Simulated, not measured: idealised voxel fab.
The process module that follows is named voxel wiring stack.
Square cell edge 5 nm, section width 185 nm, ID cut.
Just so we're on the same page, the cross-sections are grids of square cells, and they're listed out in bands top to bottom, each band one or more rows deep.
Top, bottom (nm), then materials left to right with widths (nm); lone material tagged "full width" fills the whole band edge to edge; "empty" = empty space.
Heights are expressed relative to 0, this being the level below which the as-received wafer comprises one material exclusively. The lowest band is unbounded in the downward direction and is denoted as in "from 0 down".
Width spec "30 to 40" -> top row of cells at first value, bottom row at second value, equal per-row change in between.
You'll sometimes find "no modifications" written for a step, and that's the way of saying that nowhere in the cross-section did a cell change during that step.
What "Tabulated closed voids" gives you is every empty space of 8 cells or more that is cut off from the top. Each appears as width x height at distance, with the distance taken from the left edge and width, height and distance all in nm.
If you see something after the settings on a step's line, that's the simulator's own remark about that step.
A step's line can hold "overlay nm"; with a mask on that step, the setting says how far right of the planned place the mask lay, while a negative setting says it lay to the left.

# Here's what the planned process steps look like
step 1: RECEIVE [material Si]
step 2: CONFORMAL_DEP [material SiO2] [thk nm 10]
step 3: CONFORMAL_DEP [material SiN] [thk nm 5]
step 4: DIRECTIONAL_DEP [material SiO2] [thk nm 25]
step 5: MASKED_ETCH [tone open] [mask id METAL_1] [width nm 20] [pitch nm 45] [etch materials SiO2] [depth nm 25] [overlay nm 0]
step 6: MASKED_ETCH [tone open] [mask id METAL_1] [width nm 20] [pitch nm 45] [etch materials SiN] [depth nm 5] [overlay nm 0]
step 7: CONFORMAL_DEP [material TiN] [thk nm 5]
step 8: FILL_DEP [material Cu] [thk nm 5]
step 9: CMP [height nm 40]
step 10: EPI [material Ru] [thk nm 5]
step 11: FILL_DEP [material SiCN] [thk nm 5]
step 12: DIRECTIONAL_DEP [material lowk] [thk nm 30]
step 13: DIRECTIONAL_DEP [material aC] [thk nm 10]
step 14: PATTERN [tone open] [mask id METAL_2_HOLES] [material resist] [width nm 15] [pitch nm 45] [thk nm 30] [overlay nm 0]
step 15: DIRECTIONAL_ETCH [etch materials aC] [depth nm 10]
step 16: STRIP [etch materials resist]
step 17: DIRECTIONAL_ETCH [etch materials lowk] [depth nm 30]
step 18: STRIP [etch materials aC]
step 19: MASKED_ETCH [tone open] [mask id METAL_2] [width nm 20] [pitch nm 45] [etch materials lowk] [depth nm 20] [overlay nm 0]
step 20: MASKED_ETCH [tone open] [mask id METAL_2] [width nm 20] [pitch nm 45] [etch materials SiCN] [depth nm 5] [overlay nm 0]
step 21: CONFORMAL_DEP [material TiN] [thk nm 5]
step 22: FILL_DEP [material Cu] [thk nm 10]
step 23: CMP [height nm 80]
step 24: CONFORMAL_DEP [material SiN] [thk nm 5]

# The first of the two wafers, which ran as planned

# Here's what the wafer looked like in cross-section when it arrived - that's after step 1
- from 0 down  Si full width
- Tabulated closed voids: none

# Take a look at the wafer's cross-section after step 2
- from 10 to 0  SiO2 full width
- Below 0 it's all the same as before, nothing changed down there.

# Take a look at the wafer's cross-section after step 3
- from 15 to 10  SiN full width
- Below 10 it's all the same as before, nothing changed down there.

# Take a look at the wafer's cross-section after step 4
- from 40 to 15  SiO2 full width
- Below 15 it's all the same as before, nothing changed down there.

# Take a look at the wafer's cross-section after step 5
- from 40 to 15  15 SiO2, then 20 empty, then 25 SiO2, then 20 empty, then 25 SiO2, then 20 empty, then 25 SiO2, then 20 empty, then 15 SiO2
- Below 15 it's all the same as before, nothing changed down there.

# Take a look at the wafer's cross-section after step 6
- from 40 to 15  15 SiO2, then 20 empty, then 25 SiO2, then 20 empty, then 25 SiO2, then 20 empty, then 25 SiO2, then 20 empty, then 15 SiO2
- from 15 to 10  15 SiN, then 20 empty, then 25 SiN, then 20 empty, then 25 SiN, then 20 empty, then 25 SiN, then 20 empty, then 15 SiN
- Below 10 it's all the same as before, nothing changed down there.

# Take a look at the wafer's cross-section after step 7
- from 45 to 40  20 TiN, then 10 empty, then 35 TiN, then 10 empty, then 35 TiN, then 10 empty, then 35 TiN, then 10 empty, then 20 TiN
- from 40 to 15  15 SiO2, then 5 TiN, then 10 empty, then 5 TiN, then 25 SiO2, then 5 TiN, then 10 empty, then 5 TiN, then 25 SiO2, then 5 TiN, then 10 empty, then 5 TiN, then 25 SiO2, then 5 TiN, then 10 empty, then 5 TiN, then 15 SiO2
- from 15 to 10  15 SiN, then 20 TiN, then 25 SiN, then 20 TiN, then 25 SiN, then 20 TiN, then 25 SiN, then 20 TiN, then 15 SiN
- Below 10 it's all the same as before, nothing changed down there.

# Take a look at the wafer's cross-section after step 8
- from 50 to 45  Cu full width
- from 45 to 40  20 TiN, then 10 Cu, then 35 TiN, then 10 Cu, then 35 TiN, then 10 Cu, then 35 TiN, then 10 Cu, then 20 TiN
- from 40 to 15  15 SiO2, then 5 TiN, then 10 Cu, then 5 TiN, then 25 SiO2, then 5 TiN, then 10 Cu, then 5 TiN, then 25 SiO2, then 5 TiN, then 10 Cu, then 5 TiN, then 25 SiO2, then 5 TiN, then 10 Cu, then 5 TiN, then 15 SiO2
- Below 15 it's all the same as before, nothing changed down there.

# Take a look at the wafer's cross-section after step 9
- from 40 to 15  15 SiO2, then 5 TiN, then 10 Cu, then 5 TiN, then 25 SiO2, then 5 TiN, then 10 Cu, then 5 TiN, then 25 SiO2, then 5 TiN, then 10 Cu, then 5 TiN, then 25 SiO2, then 5 TiN, then 10 Cu, then 5 TiN, then 15 SiO2
- Below 15 it's all the same as before, nothing changed down there.

# Take a look at the wafer's cross-section after step 10
- from 45 to 40  10 empty, then 30 Ru, then 15 empty, then 30 Ru, then 15 empty, then 30 Ru, then 15 empty, then 30 Ru, then 10 empty
- Below 40 it's all the same as before, nothing changed down there.

# Take a look at the wafer's cross-section after step 11
- from 50 to 45  SiCN full width
- from 45 to 40  10 SiCN, then 30 Ru, then 15 SiCN, then 30 Ru, then 15 SiCN, then 30 Ru, then 15 SiCN, then 30 Ru, then 10 SiCN
- Below 40 it's all the same as before, nothing changed down there.

# Take a look at the wafer's cross-section after step 12
- from 80 to 50  lowk full width
- Below 50 it's all the same as before, nothing changed down there.

# Take a look at the wafer's cross-section after step 13
- from 90 to 80  aC full width
- Below 80 it's all the same as before, nothing changed down there.

# Take a look at the wafer's cross-section after step 14
- from 120 to 90  15 resist, then 15 empty, then 30 resist, then 15 empty, then 30 resist, then 15 empty, then 30 resist, then 15 empty, then 20 resist
- Below 90 it's all the same as before, nothing changed down there.

# Take a look at the wafer's cross-section after step 15
- from 110 to 90  15 resist, then 15 empty, then 30 resist, then 15 empty, then 30 resist, then 15 empty, then 30 resist, then 15 empty, then 20 resist
- from 90 to 80  15 aC, then 15 empty, then 30 aC, then 15 empty, then 30 aC, then 15 empty, then 30 aC, then 15 empty, then 20 aC
- Below 80 it's all the same as before, nothing changed down there.

# Take a look at the wafer's cross-section after step 16
- from 90 to 80  15 aC, then 15 empty, then 30 aC, then 15 empty, then 30 aC, then 15 empty, then 30 aC, then 15 empty, then 20 aC
- Below 80 it's all the same as before, nothing changed down there.

# Take a look at the wafer's cross-section after step 17
- from 90 to 80  15 aC, then 15 empty, then 30 aC, then 15 empty, then 30 aC, then 15 empty, then 30 aC, then 15 empty, then 20 aC
- from 80 to 50  15 lowk, then 15 empty, then 30 lowk, then 15 empty, then 30 lowk, then 15 empty, then 30 lowk, then 15 empty, then 20 lowk
- Below 50 it's all the same as before, nothing changed down there.

# Take a look at the wafer's cross-section after step 18
- from 80 to 50  15 lowk, then 15 empty, then 30 lowk, then 15 empty, then 30 lowk, then 15 empty, then 30 lowk, then 15 empty, then 20 lowk
- Below 50 it's all the same as before, nothing changed down there.

# Take a look at the wafer's cross-section after step 19
- from 80 to 60  15 lowk, then 20 empty, then 25 lowk, then 20 empty, then 25 lowk, then 20 empty, then 25 lowk, then 20 empty, then 15 lowk
- Below 60 it's all the same as before, nothing changed down there.

# Take a look at the wafer's cross-section after step 20
- from 80 to 60  15 lowk, then 20 empty, then 25 lowk, then 20 empty, then 25 lowk, then 20 empty, then 25 lowk, then 20 empty, then 15 lowk
- from 60 to 50  15 lowk, then 15 empty, then 30 lowk, then 15 empty, then 30 lowk, then 15 empty, then 30 lowk, then 15 empty, then 20 lowk
- from 50 to 45  15 SiCN, then 15 empty, then 30 SiCN, then 15 empty, then 30 SiCN, then 15 empty, then 30 SiCN, then 15 empty, then 20 SiCN
- Below 45 it's all the same as before, nothing changed down there.

# Take a look at the wafer's cross-section after step 21
- from 85 to 80  20 TiN, then 10 empty, then 35 TiN, then 10 empty, then 35 TiN, then 10 empty, then 35 TiN, then 10 empty, then 20 TiN
- from 80 to 65  15 lowk, then 5 TiN, then 10 empty, then 5 TiN, then 25 lowk, then 5 TiN, then 10 empty, then 5 TiN, then 25 lowk, then 5 TiN, then 10 empty, then 5 TiN, then 25 lowk, then 5 TiN, then 10 empty, then 5 TiN, then 15 lowk
- from 65 to 60  15 lowk, then 5 TiN, then 5 empty, then 10 TiN, then 25 lowk, then 5 TiN, then 5 empty, then 10 TiN, then 25 lowk, then 5 TiN, then 5 empty, then 10 TiN, then 25 lowk, then 5 TiN, then 5 empty, then 10 TiN, then 15 lowk
- from 60 to 50  15 lowk, then 5 TiN, then 5 empty, then 5 TiN, then 30 lowk, then 5 TiN, then 5 empty, then 5 TiN, then 30 lowk, then 5 TiN, then 5 empty, then 5 TiN, then 30 lowk, then 5 TiN, then 5 empty, then 5 TiN, then 20 lowk
- from 50 to 45  15 SiCN, then 15 TiN, then 30 SiCN, then 15 TiN, then 30 SiCN, then 15 TiN, then 30 SiCN, then 15 TiN, then 20 SiCN
- Below 45 it's all the same as before, nothing changed down there.

# Take a look at the wafer's cross-section after step 22
- from 95 to 85  Cu full width
- from 85 to 80  20 TiN, then 10 Cu, then 35 TiN, then 10 Cu, then 35 TiN, then 10 Cu, then 35 TiN, then 10 Cu, then 20 TiN
- from 80 to 65  15 lowk, then 5 TiN, then 10 Cu, then 5 TiN, then 25 lowk, then 5 TiN, then 10 Cu, then 5 TiN, then 25 lowk, then 5 TiN, then 10 Cu, then 5 TiN, then 25 lowk, then 5 TiN, then 10 Cu, then 5 TiN, then 15 lowk
- from 65 to 60  15 lowk, then 5 TiN, then 5 Cu, then 10 TiN, then 25 lowk, then 5 TiN, then 5 Cu, then 10 TiN, then 25 lowk, then 5 TiN, then 5 Cu, then 10 TiN, then 25 lowk, then 5 TiN, then 5 Cu, then 10 TiN, then 15 lowk
- from 60 to 50  15 lowk, then 5 TiN, then 5 Cu, then 5 TiN, then 30 lowk, then 5 TiN, then 5 Cu, then 5 TiN, then 30 lowk, then 5 TiN, then 5 Cu, then 5 TiN, then 30 lowk, then 5 TiN, then 5 Cu, then 5 TiN, then 20 lowk
- Below 50 it's all the same as before, nothing changed down there.

# Take a look at the wafer's cross-section after step 23
- from 80 to 65  15 lowk, then 5 TiN, then 10 Cu, then 5 TiN, then 25 lowk, then 5 TiN, then 10 Cu, then 5 TiN, then 25 lowk, then 5 TiN, then 10 Cu, then 5 TiN, then 25 lowk, then 5 TiN, then 10 Cu, then 5 TiN, then 15 lowk
- Below 65 it's all the same as before, nothing changed down there.

# Take a look at the wafer's cross-section after step 24
- from 85 to 80  SiN full width
- Below 80 it's all the same as before, nothing changed down there.

# Wafer two of the pair: same origin, same plan, one error during the run; identical to wafer one up to and including step 11

# Look at the second wafer in cross-section at the time step 12 ought to have finished
- from 75 to 50  lowk full width
- Below 50 it's all the same as before, nothing changed down there.

# Look at the second wafer in cross-section at the time step 13 ought to have finished
- from 85 to 75  aC full width
- Below 75 it's all the same as before, nothing changed down there.

# Look at the second wafer in cross-section at the time step 14 ought to have finished
- from 115 to 85  15 resist, then 15 empty, then 30 resist, then 15 empty, then 30 resist, then 15 empty, then 30 resist, then 15 empty, then 20 resist
- Below 85 it's all the same as before, nothing changed down there.

# Look at the second wafer in cross-section at the time step 15 ought to have finished
- from 105 to 85  15 resist, then 15 empty, then 30 resist, then 15 empty, then 30 resist, then 15 empty, then 30 resist, then 15 empty, then 20 resist
- from 85 to 75  15 aC, then 15 empty, then 30 aC, then 15 empty, then 30 aC, then 15 empty, then 30 aC, then 15 empty, then 20 aC
- Below 75 it's all the same as before, nothing changed down there.

# Look at the second wafer in cross-section at the time step 16 ought to have finished
- from 85 to 75  15 aC, then 15 empty, then 30 aC, then 15 empty, then 30 aC, then 15 empty, then 30 aC, then 15 empty, then 20 aC
- Below 75 it's all the same as before, nothing changed down there.

# Look at the second wafer in cross-section at the time step 17 ought to have finished
- from 85 to 75  15 aC, then 15 empty, then 30 aC, then 15 empty, then 30 aC, then 15 empty, then 30 aC, then 15 empty, then 20 aC
- from 75 to 50  15 lowk, then 15 empty, then 30 lowk, then 15 empty, then 30 lowk, then 15 empty, then 30 lowk, then 15 empty, then 20 lowk
- Below 50 it's all the same as before, nothing changed down there.

# Look at the second wafer in cross-section at the time step 18 ought to have finished
- from 75 to 50  15 lowk, then 15 empty, then 30 lowk, then 15 empty, then 30 lowk, then 15 empty, then 30 lowk, then 15 empty, then 20 lowk
- Below 50 it's all the same as before, nothing changed down there.

# Look at the second wafer in cross-section at the time step 19 ought to have finished
- from 75 to 55  15 lowk, then 20 empty, then 25 lowk, then 20 empty, then 25 lowk, then 20 empty, then 25 lowk, then 20 empty, then 15 lowk
- Below 55 it's all the same as before, nothing changed down there.

# Look at the second wafer in cross-section at the time step 20 ought to have finished
- from 75 to 55  15 lowk, then 20 empty, then 25 lowk, then 20 empty, then 25 lowk, then 20 empty, then 25 lowk, then 20 empty, then 15 lowk
- from 55 to 50  15 lowk, then 15 empty, then 30 lowk, then 15 empty, then 30 lowk, then 15 empty, then 30 lowk, then 15 empty, then 20 lowk
- from 50 to 45  15 SiCN, then 15 empty, then 30 SiCN, then 15 empty, then 30 SiCN, then 15 empty, then 30 SiCN, then 15 empty, then 20 SiCN
- Below 45 it's all the same as before, nothing changed down there.

# Look at the second wafer in cross-section at the time step 21 ought to have finished
- from 80 to 75  20 TiN, then 10 empty, then 35 TiN, then 10 empty, then 35 TiN, then 10 empty, then 35 TiN, then 10 empty, then 20 TiN
- from 75 to 60  15 lowk, then 5 TiN, then 10 empty, then 5 TiN, then 25 lowk, then 5 TiN, then 10 empty, then 5 TiN, then 25 lowk, then 5 TiN, then 10 empty, then 5 TiN, then 25 lowk, then 5 TiN, then 10 empty, then 5 TiN, then 15 lowk
- from 60 to 50  15 lowk, then 5 TiN, then 5 empty, then 10 to 5 TiN, then 25 to 30 lowk, then 5 TiN, then 5 empty, then 10 to 5 TiN, then 25 to 30 lowk, then 5 TiN, then 5 empty, then 10 to 5 TiN, then 25 to 30 lowk, then 5 TiN, then 5 empty, then 10 to 5 TiN, then 15 to 20 lowk
- from 50 to 45  15 SiCN, then 15 TiN, then 30 SiCN, then 15 TiN, then 30 SiCN, then 15 TiN, then 30 SiCN, then 15 TiN, then 20 SiCN
- Below 45 it's all the same as before, nothing changed down there.

# Look at the second wafer in cross-section at the time step 22 ought to have finished
- from 90 to 80  Cu full width
- from 80 to 75  20 TiN, then 10 Cu, then 35 TiN, then 10 Cu, then 35 TiN, then 10 Cu, then 35 TiN, then 10 Cu, then 20 TiN
- from 75 to 60  15 lowk, then 5 TiN, then 10 Cu, then 5 TiN, then 25 lowk, then 5 TiN, then 10 Cu, then 5 TiN, then 25 lowk, then 5 TiN, then 10 Cu, then 5 TiN, then 25 lowk, then 5 TiN, then 10 Cu, then 5 TiN, then 15 lowk
- from 60 to 50  15 lowk, then 5 TiN, then 5 Cu, then 10 to 5 TiN, then 25 to 30 lowk, then 5 TiN, then 5 Cu, then 10 to 5 TiN, then 25 to 30 lowk, then 5 TiN, then 5 Cu, then 10 to 5 TiN, then 25 to 30 lowk, then 5 TiN, then 5 Cu, then 10 to 5 TiN, then 15 to 20 lowk
- Below 50 it's all the same as before, nothing changed down there.

# Look at the second wafer in cross-section at the time step 23 ought to have finished
- from 80 to 75  20 TiN, then 10 Cu, then 35 TiN, then 10 Cu, then 35 TiN, then 10 Cu, then 35 TiN, then 10 Cu, then 20 TiN
- Below 75 it's all the same as before, nothing changed down there.

# Look at the second wafer in cross-section at the time step 24 ought to have finished
- from 85 to 80  SiN full width
- Below 80 it's all the same as before, nothing changed down there.
Run error: step 12 ran differently from the plan; actual operation with settings: DIRECTIONAL_DEP [material lowk] [thk nm 25]
Counted in cells at the end, the second wafer holds more or fewer of these materials than the first: Cu: 4 more, TiN: 21 more, lowk: 25 fewer
